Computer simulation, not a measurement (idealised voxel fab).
You're looking at the process module voxel spacer lines.
The width of the displayed cross-section, cut, is 185 nm; its cells are square, with a size of 5 nm.
Square cells in a grid make up a cross-section in this document, and the grid is given as bands, listed from the top down, each one or more rows of cells.
In this notation a band is specified by the heights of its top and bottom, in that order and in nm, after which its materials appear from left to right, each paired with its width in nm. The word "full width" attached to a single material means that material fills the band from edge to edge; the word "blank" stands for empty space.
Note: height 0 marks the level under which the wafer is uniformly one material as received. Lowest band unbounded below, written "0 nm and below".
Note: "30 to 40" means the width goes from the first number (top row of the band) to the second number (bottom row) in equal steps per row of cells.
What does "all unchanged" mean for a step? It means no cell of the cross-section changed in that step.
The entry titled "Voids, fully enclosed" provides the empty spaces that have no open way to the top, restricted to those of 8 cells or more. Each is presented as width x height at distance, the distance being measured from the left edge, with all three in nm.
Anything after a step's settings on that line? It's the simulator's own note about the step.
overlay nm: on a step with a mask, how far right of its planned place the mask lay; negative means left.
How should the pairs below be read? Each gives the cross-section before one process step and the cross-section after it, the latter drawn only to the lowest band that changed; the step that lies between them, with its settings, appears under the pair. Does a pair pick up where the pair above left off? Only where its entry headed "Pre-step condition" says so, since pairs can come from different runs of this module on the same starting wafer.

[Pre-step condition]
	0 nm and below = Si full width
	Voids, fully enclosed: none

[Post-Step Snapshot]
	5 nm to 0 nm = Al2O3 full width
	Below 0, the layers are the same as they were.
	Voids, fully enclosed: none
Connecting step for the cross-sections above: CONFORMAL_DEP with material Al2O3, thk nm 5

Pre-step condition: see the after view in the pair directly above.

[Post-Step Snapshot]
	15 nm to 5 nm = SiN full width
	Below 5, the layers are the same as they were.
	Voids, fully enclosed: none
Connecting step for the cross-sections above: DIRECTIONAL_DEP with material SiN, thk nm 10

Pre-step condition: see the after view in the pair directly above.

[Post-Step Snapshot]
	45 nm to 15 nm = polySi full width
	Below 15, the layers are the same as they were.
	Voids, fully enclosed: none
Connecting step for the cross-sections above: DIRECTIONAL_DEP with material polySi, thk nm 30

Pre-step condition: see the after view in the pair directly above.

[Post-Step Snapshot]
	85 nm to 45 nm = blank 60 nm; resist 15 nm; blank 35 nm; resist 15 nm; blank 60 nm
	Below 45, the layers are the same as they were.
	Voids, fully enclosed: none
Connecting step for the cross-sections above: PATTERN with tone cover, mask id MANDREL, material resist, width nm 15, pitch nm 50, thk nm 40, overlay nm 0

Pre-step condition: see the after view in the pair directly above.

[Post-Step Snapshot]
	85 nm to 45 nm = blank 60 nm; resist 15 nm; blank 35 nm; resist 15 nm; blank 60 nm
	45 nm to 15 nm = blank 60 nm; polySi 15 nm; blank 35 nm; polySi 15 nm; blank 60 nm
	Below 15, the layers are the same as they were.
	Voids, fully enclosed: none
Connecting step for the cross-sections above: DIRECTIONAL_ETCH with etch materials polySi, depth nm 30

Pre-step condition: see the after view in the pair directly above.

[Post-Step Snapshot]
	45 nm to 15 nm = blank 60 nm; polySi 15 nm; blank 35 nm; polySi 15 nm; blank 60 nm
	Below 15, the layers are the same as they were.
	Voids, fully enclosed: none
Connecting step for the cross-sections above: STRIP with etch materials resist

Pre-step condition: see the after view in the pair directly above.

[Post-Step Snapshot]
	55 nm to 45 nm = blank 50 nm; SiO2 35 nm; blank 15 nm; SiO2 35 nm; blank 50 nm
	45 nm to 25 nm = blank 50 nm; SiO2 10 nm; polySi 15 nm; SiO2 10 nm; blank 15 nm; SiO2 10 nm; polySi 15 nm; SiO2 10 nm; blank 50 nm
	25 nm to 15 nm = SiO2 60 nm; polySi 15 nm; SiO2 35 nm; polySi 15 nm; SiO2 60 nm
	Below 15, the layers are the same as they were.
	Voids, fully enclosed: none
Connecting step for the cross-sections above: CONFORMAL_DEP with material SiO2, thk nm 10

Pre-step condition: see the after view in the pair directly above.

[Post-Step Snapshot]
	45 nm to 15 nm = blank 50 nm; SiO2 10 nm; polySi 15 nm; SiO2 10 nm; blank 15 nm; SiO2 10 nm; polySi 15 nm; SiO2 10 nm; blank 50 nm
	Below 15, the layers are the same as they were.
	Voids, fully enclosed: none
Connecting step for the cross-sections above: DIRECTIONAL_ETCH with etch materials SiO2, depth nm 10

Pre-step condition: see the after view in the pair directly above.

[Post-Step Snapshot]
	45 nm to 15 nm = blank 50 nm; SiO2 10 nm; blank 15 nm; SiO2 10 nm; blank 15 nm; SiO2 10 nm; blank 15 nm; SiO2 10 nm; blank 50 nm
	Below 15, the layers are the same as they were.
	Voids, fully enclosed: none
Connecting step for the cross-sections above: STRIP with etch materials polySi

Pre-step condition: see the after view in the pair directly above.

[Post-Step Snapshot]
	45 nm to 15 nm = blank 50 nm; SiO2 10 nm; blank 15 nm; SiO2 10 nm; blank 15 nm; SiO2 10 nm; blank 15 nm; SiO2 10 nm; blank 50 nm
	15 nm to 5 nm = blank 50 nm; SiN 10 nm; blank 15 nm; SiN 10 nm; blank 15 nm; SiN 10 nm; blank 15 nm; SiN 10 nm; blank 50 nm
	Below 5, the layers are the same as they were.
	Voids, fully enclosed: none
Connecting step for the cross-sections above: DIRECTIONAL_ETCH with etch materials SiN, depth nm 10

Pre-step condition: see the after view in the pair directly above.

[Post-Step Snapshot]
	15 nm to 5 nm = blank 50 nm; SiN 10 nm; blank 15 nm; SiN 10 nm; blank 15 nm; SiN 10 nm; blank 15 nm; SiN 10 nm; blank 50 nm
	Below 5, the layers are the same as they were.
	Voids, fully enclosed: none
Connecting step for the cross-sections above: STRIP with etch materials SiO2

[Pre-step condition]
	0 nm and below = Si full width
	Voids, fully enclosed: none

[Post-Step Snapshot]
	10 nm to 0 nm = SiN full width
	Below 0, the layers are the same as they were.
	Voids, fully enclosed: none
Connecting step for the cross-sections above: DIRECTIONAL_DEP with material SiN, thk nm 10

Pre-step condition: see the after view in the pair directly above.

[Post-Step Snapshot]
	40 nm to 10 nm = polySi full width
	Below 10, the layers are the same as they were.
	Voids, fully enclosed: none
Connecting step for the cross-sections above: DIRECTIONAL_DEP with material polySi, thk nm 30

Pre-step condition: see the after view in the pair directly above.

[Post-Step Snapshot]
	80 nm to 40 nm = blank 60 nm; resist 15 nm; blank 35 nm; resist 15 nm; blank 60 nm
	Below 40, the layers are the same as they were.
	Voids, fully enclosed: none
Connecting step for the cross-sections above: PATTERN with tone cover, mask id MANDREL, material resist, width nm 15, pitch nm 50, thk nm 40, overlay nm 0

Pre-step condition: see the after view in the pair directly above.

[Post-Step Snapshot]
	80 nm to 40 nm = blank 60 nm; resist 15 nm; blank 35 nm; resist 15 nm; blank 60 nm
	40 nm to 10 nm = blank 60 nm; polySi 15 nm; blank 35 nm; polySi 15 nm; blank 60 nm
	Below 10, the layers are the same as they were.
	Voids, fully enclosed: none
Connecting step for the cross-sections above: DIRECTIONAL_ETCH with etch materials polySi, depth nm 30

Pre-step condition: see the after view in the pair directly above.

[Post-Step Snapshot]
	40 nm to 10 nm = blank 60 nm; polySi 15 nm; blank 35 nm; polySi 15 nm; blank 60 nm
	Below 10, the layers are the same as they were.
	Voids, fully enclosed: none
Connecting step for the cross-sections above: STRIP with etch materials resist

Pre-step condition: see the after view in the pair directly above.

[Post-Step Snapshot]
	50 nm to 40 nm = blank 50 nm; SiO2 35 nm; blank 15 nm; SiO2 35 nm; blank 50 nm
	40 nm to 20 nm = blank 50 nm; SiO2 10 nm; polySi 15 nm; SiO2 10 nm; blank 15 nm; SiO2 10 nm; polySi 15 nm; SiO2 10 nm; blank 50 nm
	20 nm to 10 nm = SiO2 60 nm; polySi 15 nm; SiO2 35 nm; polySi 15 nm; SiO2 60 nm
	Below 10, the layers are the same as they were.
	Voids, fully enclosed: none
Connecting step for the cross-sections above: CONFORMAL_DEP with material SiO2, thk nm 10

Pre-step condition: see the after view in the pair directly above.

[Post-Step Snapshot]
	40 nm to 10 nm = blank 50 nm; SiO2 10 nm; polySi 15 nm; SiO2 10 nm; blank 15 nm; SiO2 10 nm; polySi 15 nm; SiO2 10 nm; blank 50 nm
	Below 10, the layers are the same as they were.
	Voids, fully enclosed: none
Connecting step for the cross-sections above: DIRECTIONAL_ETCH with etch materials SiO2, depth nm 10

Pre-step condition: see the after view in the pair directly above.

[Post-Step Snapshot]
	40 nm to 10 nm = blank 50 nm; SiO2 10 nm; blank 15 nm; SiO2 10 nm; blank 15 nm; SiO2 10 nm; blank 15 nm; SiO2 10 nm; blank 50 nm
	Below 10, the layers are the same as they were.
	Voids, fully enclosed: none
Connecting step for the cross-sections above: STRIP with etch materials polySi

Pre-step condition: see the after view in the pair directly above.

[Post-Step Snapshot]
	40 nm to 10 nm = blank 50 nm; SiO2 10 nm; blank 15 nm; SiO2 10 nm; blank 15 nm; SiO2 10 nm; blank 15 nm; SiO2 10 nm; blank 50 nm
	10 nm to 0 nm = blank 50 nm; SiN 10 nm; blank 15 nm; SiN 10 nm; blank 15 nm; SiN 10 nm; blank 15 nm; SiN 10 nm; blank 50 nm
	Below 0, the layers are the same as they were.
	Voids, fully enclosed: none
Connecting step for the cross-sections above: DIRECTIONAL_ETCH with etch materials SiN, depth nm 10

Pre-step condition: see the after view in the pair directly above.

[Post-Step Snapshot]
	10 nm to 0 nm = blank 50 nm; SiN 10 nm; blank 15 nm; SiN 10 nm; blank 15 nm; SiN 10 nm; blank 15 nm; SiN 10 nm; blank 50 nm
	Below 0, the layers are the same as they were.
	Voids, fully enclosed: none
Connecting step for the cross-sections above: STRIP with etch materials SiO2

[Pre-step condition]
	45 nm to 15 nm = blank 50 nm; SiO2 10 nm; polySi 15 nm; SiO2 10 nm; blank 15 nm; SiO2 10 nm; polySi 15 nm; SiO2 10 nm; blank 50 nm
	15 nm to 5 nm = SiN full width
	5 nm to 0 nm = Al2O3 full width
	0 nm and below = Si full width
	Voids, fully enclosed: none

[Post-Step Snapshot]
	45 nm to 35 nm = blank 60 nm; polySi 15 nm; blank 35 nm; polySi 15 nm; blank 60 nm
	Below 35, the layers are the same as they were.
	Voids, fully enclosed: none
Connecting step for the cross-sections above: DIRECTIONAL_ETCH with etch materials SiO2, depth nm 10

Pre-step condition: see the after view in the pair directly above.

[Post-Step Snapshot]
	35 nm to 15 nm = blank 50 nm; SiO2 10 nm; blank 15 nm; SiO2 10 nm; blank 15 nm; SiO2 10 nm; blank 15 nm; SiO2 10 nm; blank 50 nm
	Below 15, the layers are the same as they were.
	Voids, fully enclosed: none
Connecting step for the cross-sections above: STRIP with etch materials polySi

Pre-step condition: see the after view in the pair directly above.

[Post-Step Snapshot]
	35 nm to 15 nm = blank 50 nm; SiO2 10 nm; blank 15 nm; SiO2 10 nm; blank 15 nm; SiO2 10 nm; blank 15 nm; SiO2 10 nm; blank 50 nm
	15 nm to 5 nm = blank 50 nm; SiN 10 nm; blank 15 nm; SiN 10 nm; blank 15 nm; SiN 10 nm; blank 15 nm; SiN 10 nm; blank 50 nm
	Below 5, the layers are the same as they were.
	Voids, fully enclosed: none
Connecting step for the cross-sections above: DIRECTIONAL_ETCH with etch materials SiN, depth nm 10

Pre-step condition: see the after view in the pair directly above.

[Post-Step Snapshot]
	15 nm to 5 nm = blank 50 nm; SiN 10 nm; blank 15 nm; SiN 10 nm; blank 15 nm; SiN 10 nm; blank 15 nm; SiN 10 nm; blank 50 nm
	Below 5, the layers are the same as they were.
	Voids, fully enclosed: none
Connecting step for the cross-sections above: STRIP with etch materials SiO2

[Pre-step condition]
	5 nm to 0 nm = Al2O3 full width
	0 nm and below = Si full width
	Voids, fully enclosed: none

[Post-Step Snapshot]
	35 nm to 5 nm = polySi full width
	Below 5, the layers are the same as they were.
	Voids, fully enclosed: none
Connecting step for the cross-sections above: DIRECTIONAL_DEP with material polySi, thk nm 30

Pre-step condition: see the after view in the pair directly above.

[Post-Step Snapshot]
	45 nm to 35 nm = SiN full width
	Below 35, the layers are the same as they were.
	Voids, fully enclosed: none
Connecting step for the cross-sections above: DIRECTIONAL_DEP with material SiN, thk nm 10

Pre-step condition: see the after view in the pair directly above.

[Post-Step Snapshot]
	85 nm to 45 nm = blank 60 nm; resist 15 nm; blank 35 nm; resist 15 nm; blank 60 nm
	Below 45, the layers are the same as they were.
	Voids, fully enclosed: none
Connecting step for the cross-sections above: PATTERN with tone cover, mask id MANDREL, material resist, width nm 15, pitch nm 50, thk nm 40, overlay nm 0

Pre-step condition: see the after view in the pair directly above.

[Post-Step Snapshot]
	45 nm to 35 nm = SiN full width
	Below 35, the layers are the same as they were.
	Voids, fully enclosed: none
Connecting step for the cross-sections above: STRIP with etch materials resist

Pre-step condition: see the after view in the pair directly above.

[Post-Step Snapshot]
	55 nm to 45 nm = SiO2 full width
	Below 45, the layers are the same as they were.
	Voids, fully enclosed: none
Connecting step for the cross-sections above: CONFORMAL_DEP with material SiO2, thk nm 10

Pre-step condition: see the after view in the pair directly above.

[Post-Step Snapshot]
	45 nm to 35 nm = SiN full width
	Below 35, the layers are the same as they were.
	Voids, fully enclosed: none
Connecting step for the cross-sections above: DIRECTIONAL_ETCH with etch materials SiO2, depth nm 10

Pre-step condition: see the after view in the pair directly above.

[Post-Step Snapshot]
	35 nm to 5 nm = polySi full width
	Below 5, the layers are the same as they were.
	Voids, fully enclosed: none
Connecting step for the cross-sections above: DIRECTIONAL_ETCH with etch materials SiN, depth nm 10

[Pre-step condition]
	0 nm and below = Si full width
	Voids, fully enclosed: none

[Post-Step Snapshot]
	15 nm to 0 nm = Al2O3 full width
	Below 0, the layers are the same as they were.
	Voids, fully enclosed: none
Connecting step for the cross-sections above: CONFORMAL_DEP with material Al2O3, thk nm 15

Pre-step condition: see the after view in the pair directly above.

[Post-Step Snapshot]
	25 nm to 15 nm = SiN full width
	Below 15, the layers are the same as they were.
	Voids, fully enclosed: none
Connecting step for the cross-sections above: DIRECTIONAL_DEP with material SiN, thk nm 10

Pre-step condition: see the after view in the pair directly above.

[Post-Step Snapshot]
	55 nm to 25 nm = polySi full width
	Below 25, the layers are the same as they were.
	Voids, fully enclosed: none
Connecting step for the cross-sections above: DIRECTIONAL_DEP with material polySi, thk nm 30

Pre-step condition: see the after view in the pair directly above.

[Post-Step Snapshot]
	95 nm to 55 nm = blank 60 nm; resist 15 nm; blank 35 nm; resist 15 nm; blank 60 nm
	Below 55, the layers are the same as they were.
	Voids, fully enclosed: none
Connecting step for the cross-sections above: PATTERN with tone cover, mask id MANDREL, material resist, width nm 15, pitch nm 50, thk nm 40, overlay nm 0

Pre-step condition: see the after view in the pair directly above.

[Post-Step Snapshot]
	95 nm to 55 nm = blank 60 nm; resist 15 nm; blank 35 nm; resist 15 nm; blank 60 nm
	55 nm to 25 nm = blank 60 nm; polySi 15 nm; blank 35 nm; polySi 15 nm; blank 60 nm
	Below 25, the layers are the same as they were.
	Voids, fully enclosed: none
Connecting step for the cross-sections above: DIRECTIONAL_ETCH with etch materials polySi, depth nm 30

Pre-step condition: see the after view in the pair directly above.

[Post-Step Snapshot]
	55 nm to 25 nm = blank 60 nm; polySi 15 nm; blank 35 nm; polySi 15 nm; blank 60 nm
	Below 25, the layers are the same as they were.
	Voids, fully enclosed: none
Connecting step for the cross-sections above: STRIP with etch materials resist

Pre-step condition: see the after view in the pair directly above.

[Post-Step Snapshot]
	65 nm to 55 nm = blank 50 nm; SiO2 35 nm; blank 15 nm; SiO2 35 nm; blank 50 nm
	55 nm to 35 nm = blank 50 nm; SiO2 10 nm; polySi 15 nm; SiO2 10 nm; blank 15 nm; SiO2 10 nm; polySi 15 nm; SiO2 10 nm; blank 50 nm
	35 nm to 25 nm = SiO2 60 nm; polySi 15 nm; SiO2 35 nm; polySi 15 nm; SiO2 60 nm
	Below 25, the layers are the same as they were.
	Voids, fully enclosed: none
Connecting step for the cross-sections above: CONFORMAL_DEP with material SiO2, thk nm 10

Pre-step condition: see the after view in the pair directly above.

[Post-Step Snapshot]
	55 nm to 25 nm = blank 50 nm; SiO2 10 nm; polySi 15 nm; SiO2 10 nm; blank 15 nm; SiO2 10 nm; polySi 15 nm; SiO2 10 nm; blank 50 nm
	Below 25, the layers are the same as they were.
	Voids, fully enclosed: none
Connecting step for the cross-sections above: DIRECTIONAL_ETCH with etch materials SiO2, depth nm 10

Pre-step condition: see the after view in the pair directly above.

[Post-Step Snapshot]
	55 nm to 25 nm = blank 50 nm; SiO2 10 nm; blank 15 nm; SiO2 10 nm; blank 15 nm; SiO2 10 nm; blank 15 nm; SiO2 10 nm; blank 50 nm
	Below 25, the layers are the same as they were.
	Voids, fully enclosed: none
Connecting step for the cross-sections above: STRIP with etch materials polySi

Pre-step condition: see the after view in the pair directly above.

[Post-Step Snapshot]
	55 nm to 25 nm = blank 50 nm; SiO2 10 nm; blank 15 nm; SiO2 10 nm; blank 15 nm; SiO2 10 nm; blank 15 nm; SiO2 10 nm; blank 50 nm
	25 nm to 15 nm = blank 50 nm; SiN 10 nm; blank 15 nm; SiN 10 nm; blank 15 nm; SiN 10 nm; blank 15 nm; SiN 10 nm; blank 50 nm
	Below 15, the layers are the same as they were.
	Voids, fully enclosed: none
Connecting step for the cross-sections above: DIRECTIONAL_ETCH with etch materials SiN, depth nm 10

Pre-step condition: see the after view in the pair directly above.

[Post-Step Snapshot]
	25 nm to 15 nm = blank 50 nm; SiN 10 nm; blank 15 nm; SiN 10 nm; blank 15 nm; SiN 10 nm; blank 15 nm; SiN 10 nm; blank 50 nm
	Below 15, the layers are the same as they were.
	Voids, fully enclosed: none
Connecting step for the cross-sections above: STRIP with etch materials SiO2

[Pre-step condition]
	45 nm to 15 nm = polySi full width
	15 nm to 5 nm = SiN full width
	5 nm to 0 nm = Al2O3 full width
	0 nm and below = Si full width
	Voids, fully enclosed: none

[Post-Step Snapshot]
	85 nm to 45 nm = blank 60 nm; resist 20 nm; blank 30 nm; resist 20 nm; blank 55 nm
	Below 45, the layers are the same as they were.
	Voids, fully enclosed: none
Connecting step for the cross-sections above: PATTERN with tone cover, mask id MANDREL, material resist, width nm 20, pitch nm 50, thk nm 40, overlay nm 0

Pre-step condition: see the after view in the pair directly above.

[Post-Step Snapshot]
	85 nm to 45 nm = blank 60 nm; resist 20 nm; blank 30 nm; resist 20 nm; blank 55 nm
	45 nm to 15 nm = blank 60 nm; polySi 20 nm; blank 30 nm; polySi 20 nm; blank 55 nm
	Below 15, the layers are the same as they were.
	Voids, fully enclosed: none
Connecting step for the cross-sections above: DIRECTIONAL_ETCH with etch materials polySi, depth nm 30

Pre-step condition: see the after view in the pair directly above.

[Post-Step Snapshot]
	45 nm to 15 nm = blank 60 nm; polySi 20 nm; blank 30 nm; polySi 20 nm; blank 55 nm
	Below 15, the layers are the same as they were.
	Voids, fully enclosed: none
Connecting step for the cross-sections above: STRIP with etch materials resist

Pre-step condition: see the after view in the pair directly above.

[Post-Step Snapshot]
	55 nm to 45 nm = blank 50 nm; SiO2 40 nm; blank 10 nm; SiO2 40 nm; blank 45 nm
	45 nm to 25 nm = blank 50 nm; SiO2 10 nm; polySi 20 nm; SiO2 10 nm; blank 10 nm; SiO2 10 nm; polySi 20 nm; SiO2 10 nm; blank 45 nm
	25 nm to 15 nm = SiO2 60 nm; polySi 20 nm; SiO2 30 nm; polySi 20 nm; SiO2 55 nm
	Below 15, the layers are the same as they were.
	Voids, fully enclosed: none
Connecting step for the cross-sections above: CONFORMAL_DEP with material SiO2, thk nm 10

Pre-step condition: see the after view in the pair directly above.

[Post-Step Snapshot]
	45 nm to 15 nm = blank 50 nm; SiO2 10 nm; polySi 20 nm; SiO2 10 nm; blank 10 nm; SiO2 10 nm; polySi 20 nm; SiO2 10 nm; blank 45 nm
	Below 15, the layers are the same as they were.
	Voids, fully enclosed: none
Connecting step for the cross-sections above: DIRECTIONAL_ETCH with etch materials SiO2, depth nm 10

Pre-step condition: see the after view in the pair directly above.

[Post-Step Snapshot]
	45 nm to 15 nm = blank 50 nm; SiO2 10 nm; blank 20 nm; SiO2 10 nm; blank 10 nm; SiO2 10 nm; blank 20 nm; SiO2 10 nm; blank 45 nm
	Below 15, the layers are the same as they were.
	Voids, fully enclosed: none
Connecting step for the cross-sections above: STRIP with etch materials polySi

Pre-step condition: see the after view in the pair directly above.

[Post-Step Snapshot]
	45 nm to 15 nm = blank 50 nm; SiO2 10 nm; blank 20 nm; SiO2 10 nm; blank 10 nm; SiO2 10 nm; blank 20 nm; SiO2 10 nm; blank 45 nm
	15 nm to 5 nm = blank 50 nm; SiN 10 nm; blank 20 nm; SiN 10 nm; blank 10 nm; SiN 10 nm; blank 20 nm; SiN 10 nm; blank 45 nm
	Below 5, the layers are the same as they were.
	Voids, fully enclosed: none
Connecting step for the cross-sections above: DIRECTIONAL_ETCH with etch materials SiN, depth nm 10

Pre-step condition: see the after view in the pair directly above.

[Post-Step Snapshot]
	15 nm to 5 nm = blank 50 nm; SiN 10 nm; blank 20 nm; SiN 10 nm; blank 10 nm; SiN 10 nm; blank 20 nm; SiN 10 nm; blank 45 nm
	Below 5, the layers are the same as they were.
	Voids, fully enclosed: none
Connecting step for the cross-sections above: STRIP with etch materials SiO2

[Pre-step condition]
	45 nm to 15 nm = polySi full width
	15 nm to 5 nm = SiN full width
	5 nm to 0 nm = Al2O3 full width
	0 nm and below = Si full width
	Voids, fully enclosed: none

[Post-Step Snapshot]
	85 nm to 45 nm = blank 70 nm; resist 15 nm; blank 35 nm; resist 15 nm; blank 50 nm
	Below 45, the layers are the same as they were.
	Voids, fully enclosed: none
Connecting step for the cross-sections above: PATTERN with tone cover, mask id MANDREL, material resist, width nm 15, pitch nm 50, thk nm 40, overlay nm 10

Pre-step condition: see the after view in the pair directly above.

[Post-Step Snapshot]
	85 nm to 45 nm = blank 70 nm; resist 15 nm; blank 35 nm; resist 15 nm; blank 50 nm
	45 nm to 15 nm = blank 70 nm; polySi 15 nm; blank 35 nm; polySi 15 nm; blank 50 nm
	Below 15, the layers are the same as they were.
	Voids, fully enclosed: none
Connecting step for the cross-sections above: DIRECTIONAL_ETCH with etch materials polySi, depth nm 30

Pre-step condition: see the after view in the pair directly above.

[Post-Step Snapshot]
	45 nm to 15 nm = blank 70 nm; polySi 15 nm; blank 35 nm; polySi 15 nm; blank 50 nm
	Below 15, the layers are the same as they were.
	Voids, fully enclosed: none
Connecting step for the cross-sections above: STRIP with etch materials resist

Pre-step condition: see the after view in the pair directly above.

[Post-Step Snapshot]
	55 nm to 45 nm = blank 60 nm; SiO2 35 nm; blank 15 nm; SiO2 35 nm; blank 40 nm
	45 nm to 25 nm = blank 60 nm; SiO2 10 nm; polySi 15 nm; SiO2 10 nm; blank 15 nm; SiO2 10 nm; polySi 15 nm; SiO2 10 nm; blank 40 nm
	25 nm to 15 nm = SiO2 70 nm; polySi 15 nm; SiO2 35 nm; polySi 15 nm; SiO2 50 nm
	Below 15, the layers are the same as they were.
	Voids, fully enclosed: none
Connecting step for the cross-sections above: CONFORMAL_DEP with material SiO2, thk nm 10

Pre-step condition: see the after view in the pair directly above.

[Post-Step Snapshot]
	45 nm to 15 nm = blank 60 nm; SiO2 10 nm; polySi 15 nm; SiO2 10 nm; blank 15 nm; SiO2 10 nm; polySi 15 nm; SiO2 10 nm; blank 40 nm
	Below 15, the layers are the same as they were.
	Voids, fully enclosed: none
Connecting step for the cross-sections above: DIRECTIONAL_ETCH with etch materials SiO2, depth nm 10

Pre-step condition: see the after view in the pair directly above.

[Post-Step Snapshot]
	45 nm to 15 nm = blank 60 nm; SiO2 10 nm; blank 15 nm; SiO2 10 nm; blank 15 nm; SiO2 10 nm; blank 15 nm; SiO2 10 nm; blank 40 nm
	Below 15, the layers are the same as they were.
	Voids, fully enclosed: none
Connecting step for the cross-sections above: STRIP with etch materials polySi

Pre-step condition: see the after view in the pair directly above.

[Post-Step Snapshot]
	45 nm to 15 nm = blank 60 nm; SiO2 10 nm; blank 15 nm; SiO2 10 nm; blank 15 nm; SiO2 10 nm; blank 15 nm; SiO2 10 nm; blank 40 nm
	15 nm to 5 nm = blank 60 nm; SiN 10 nm; blank 15 nm; SiN 10 nm; blank 15 nm; SiN 10 nm; blank 15 nm; SiN 10 nm; blank 40 nm
	Below 5, the layers are the same as they were.
	Voids, fully enclosed: none
Connecting step for the cross-sections above: DIRECTIONAL_ETCH with etch materials SiN, depth nm 10

Pre-step condition: see the after view in the pair directly above.

[Post-Step Snapshot]
	15 nm to 5 nm = blank 60 nm; SiN 10 nm; blank 15 nm; SiN 10 nm; blank 15 nm; SiN 10 nm; blank 15 nm; SiN 10 nm; blank 40 nm
	Below 5, the layers are the same as they were.
	Voids, fully enclosed: none
Connecting step for the cross-sections above: STRIP with etch materials SiO2

[Pre-step condition]
	15 nm to 5 nm = SiN full width
	5 nm to 0 nm = Al2O3 full width
	0 nm and below = Si full width
	Voids, fully enclosed: none

[Post-Step Snapshot]
	45 nm to 5 nm = SiN full width
	Below 5, the layers are the same as they were.
	Voids, fully enclosed: none
Connecting step for the cross-sections above: DIRECTIONAL_DEP with material SiN, thk nm 30

Pre-step condition: see the after view in the pair directly above.

[Post-Step Snapshot]
	85 nm to 45 nm = blank 60 nm; resist 15 nm; blank 35 nm; resist 15 nm; blank 60 nm
	Below 45, the layers are the same as they were.
	Voids, fully enclosed: none
Connecting step for the cross-sections above: PATTERN with tone cover, mask id MANDREL, material resist, width nm 15, pitch nm 50, thk nm 40, overlay nm 0

Pre-step condition: see the after view in the pair directly above.

[Post-Step Snapshot]
	45 nm to 5 nm = SiN full width
	Below 5, the layers are the same as they were.
	Voids, fully enclosed: none
Connecting step for the cross-sections above: STRIP with etch materials resist

Pre-step condition: see the after view in the pair directly above.

[Post-Step Snapshot]
	55 nm to 45 nm = SiO2 full width
	Below 45, the layers are the same as they were.
	Voids, fully enclosed: none
Connecting step for the cross-sections above: CONFORMAL_DEP with material SiO2, thk nm 10

Pre-step condition: see the after view in the pair directly above.

[Post-Step Snapshot]
	45 nm to 5 nm = SiN full width
	Below 5, the layers are the same as they were.
	Voids, fully enclosed: none
Connecting step for the cross-sections above: DIRECTIONAL_ETCH with etch materials SiO2, depth nm 10

Pre-step condition: see the after view in the pair directly above.

[Post-Step Snapshot]
	35 nm to 5 nm = SiN full width
	Below 5, the layers are the same as they were.
	Voids, fully enclosed: none
Connecting step for the cross-sections above: DIRECTIONAL_ETCH with etch materials SiN, depth nm 10

[Pre-step condition]
	45 nm to 15 nm = polySi full width
	15 nm to 5 nm = SiN full width
	5 nm to 0 nm = Al2O3 full width
	0 nm and below = Si full width
	Voids, fully enclosed: none

[Post-Step Snapshot]
	85 nm to 45 nm = resist 60 nm; blank 15 nm; resist 35 nm; blank 15 nm; resist 60 nm
	Below 45, the layers are the same as they were.
	Voids, fully enclosed: none
Connecting step for the cross-sections above: PATTERN with tone open, mask id MANDREL, material resist, width nm 15, pitch nm 50, thk nm 40, overlay nm 0

Pre-step condition: see the after view in the pair directly above.

[Post-Step Snapshot]
	85 nm to 45 nm = resist 60 nm; blank 15 nm; resist 35 nm; blank 15 nm; resist 60 nm
	45 nm to 15 nm = polySi 60 nm; blank 15 nm; polySi 35 nm; blank 15 nm; polySi 60 nm
	Below 15, the layers are the same as they were.
	Voids, fully enclosed: none
Connecting step for the cross-sections above: DIRECTIONAL_ETCH with etch materials polySi, depth nm 30

Pre-step condition: see the after view in the pair directly above.

[Post-Step Snapshot]
	45 nm to 15 nm = polySi 60 nm; blank 15 nm; polySi 35 nm; blank 15 nm; polySi 60 nm
	Below 15, the layers are the same as they were.
	Voids, fully enclosed: none
Connecting step for the cross-sections above: STRIP with etch materials resist

Pre-step condition: see the after view in the pair directly above.

[Post-Step Snapshot]
	55 nm to 45 nm = SiO2 full width
	45 nm to 15 nm = polySi 60 nm; SiO2 15 nm; polySi 35 nm; SiO2 15 nm; polySi 60 nm
	Below 15, the layers are the same as they were.
	Voids, fully enclosed: none
Connecting step for the cross-sections above: CONFORMAL_DEP with material SiO2, thk nm 10

Pre-step condition: see the after view in the pair directly above.

[Post-Step Snapshot]
	45 nm to 15 nm = polySi 60 nm; SiO2 15 nm; polySi 35 nm; SiO2 15 nm; polySi 60 nm
	Below 15, the layers are the same as they were.
	Voids, fully enclosed: none
Connecting step for the cross-sections above: DIRECTIONAL_ETCH with etch materials SiO2, depth nm 10

Pre-step condition: see the after view in the pair directly above.

[Post-Step Snapshot]
	45 nm to 15 nm = blank 60 nm; SiO2 15 nm; blank 35 nm; SiO2 15 nm; blank 60 nm
	Below 15, the layers are the same as they were.
	Voids, fully enclosed: none
Connecting step for the cross-sections above: STRIP with etch materials polySi

Pre-step condition: see the after view in the pair directly above.

[Post-Step Snapshot]
	45 nm to 15 nm = blank 60 nm; SiO2 15 nm; blank 35 nm; SiO2 15 nm; blank 60 nm
	15 nm to 5 nm = blank 60 nm; SiN 15 nm; blank 35 nm; SiN 15 nm; blank 60 nm
	Below 5, the layers are the same as they were.
	Voids, fully enclosed: none
Connecting step for the cross-sections above: DIRECTIONAL_ETCH with etch materials SiN, depth nm 10

Pre-step condition: see the after view in the pair directly above.

[Post-Step Snapshot]
	15 nm to 5 nm = blank 60 nm; SiN 15 nm; blank 35 nm; SiN 15 nm; blank 60 nm
	Below 5, the layers are the same as they were.
	Voids, fully enclosed: none
Connecting step for the cross-sections above: STRIP with etch materials SiO2
